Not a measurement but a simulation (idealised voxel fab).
The name of this process module is voxel self aligned vias.
cross-section cut | 300 nm wide | cells 5 nm
Reading order for cross-sections: top band down to bottom band. Underlying form: a grid of square cells. Band size: one or more rows of cells. Band entry format. Leading values: height of top, height of bottom, nm. Remainder: materials in left-to-right order, each with its width in nm. Special words: "all across" on a single material, which then fills the band edge to edge; "air", empty space. Measure heights from 0. That's the level where, below it, the as-received wafer is all one material. The lowest band is bottomless and extends downward; write it as in "top 0, no bottom". Width: "30 to 40" (first number = top row, second number = bottom row, same change from row to row of cells). Where the words "nothing changed" appear for a step, the cross-section shows no cell changed by that step; every cell remained as before. This entry, "Entrapped void list", enumerates those empty regions of no fewer than 8 cells that possess no open connection to the top. Each region is reported in the form width x height at distance, the distance being taken from the left edge, with all three quantities expressed in nm. Read whatever lies past the settings on a step's line as the simulator's own remark about the step. overlay nm: right-of-plan distance of the mask on a masked step; negative values mean left-of-plan.
**The steps planned for the process are as follows**
- 1: RECEIVE: material Si
- 2: CONFORMAL_DEP: material SiO2, thk nm 15
- 3: CONFORMAL_DEP: material SiCN, thk nm 5
- 4: DIRECTIONAL_DEP: material lowk, thk nm 30
- 5: MASKED_ETCH: tone open, mask id LINES, width nm 20, pitch nm 65, etch materials lowk, depth nm 30, overlay nm 0
- 6: CONFORMAL_DEP: material TiN, thk nm 5
- 7: FILL_DEP: material W, thk nm 10
- 8: CMP: height nm 50
- 9: SELECTIVE_ETCH: etch materials W Ru TiN, depth nm 5
- 10: FILL_DEP: material SiN, thk nm 10
- 11: CMP: height nm 50
- 12: DIRECTIONAL_DEP: material lowk, thk nm 15
- 13: PATTERN: tone open, mask id VIAS, material resist, width nm 30, pitch nm 65, thk nm 15, overlay nm 0
- 14: DIRECTIONAL_ETCH: etch materials lowk, depth nm 15
- 15: DIRECTIONAL_ETCH: etch materials SiN, depth nm 5
- 16: STRIP: etch materials resist
- 17: CONFORMAL_DEP: material TiN, thk nm 5
- 18: FILL_DEP: material Cu, thk nm 10
- 19: CMP: height nm 65
- 20: CONFORMAL_DEP: material SiN, thk nm 5
The plan's step 13 width nm is the first wafer's value; the wafers differ in this setting and start identical.
**first wafer as received, after step 1**
	top 0, no bottom: Si all across
	Entrapped void list: none
**Per wafer, end of module: cells gained (+) or lost (-) per material since receipt, then closed voids**
width nm 30 | +30 Cu | +60 SiCN | +60 SiN | +180 SiO2 | +72 TiN | +24 W | +414 lowk | Entrapped void list: none
width nm 35 | +36 Cu | +60 SiCN | +60 SiN | +180 SiO2 | +75 TiN | +24 W | +405 lowk | Entrapped void list: none
width nm 40 | +42 Cu | +60 SiCN | +60 SiN | +180 SiO2 | +78 TiN | +24 W | +396 lowk | Entrapped void list: none
width nm 45 | +48 Cu | +60 SiCN | +60 SiN | +180 SiO2 | +81 TiN | +24 W | +387 lowk | Entrapped void list: none
width nm 50 | +54 Cu | +60 SiCN | +60 SiN | +180 SiO2 | +84 TiN | +24 W | +378 lowk | Entrapped void list: none
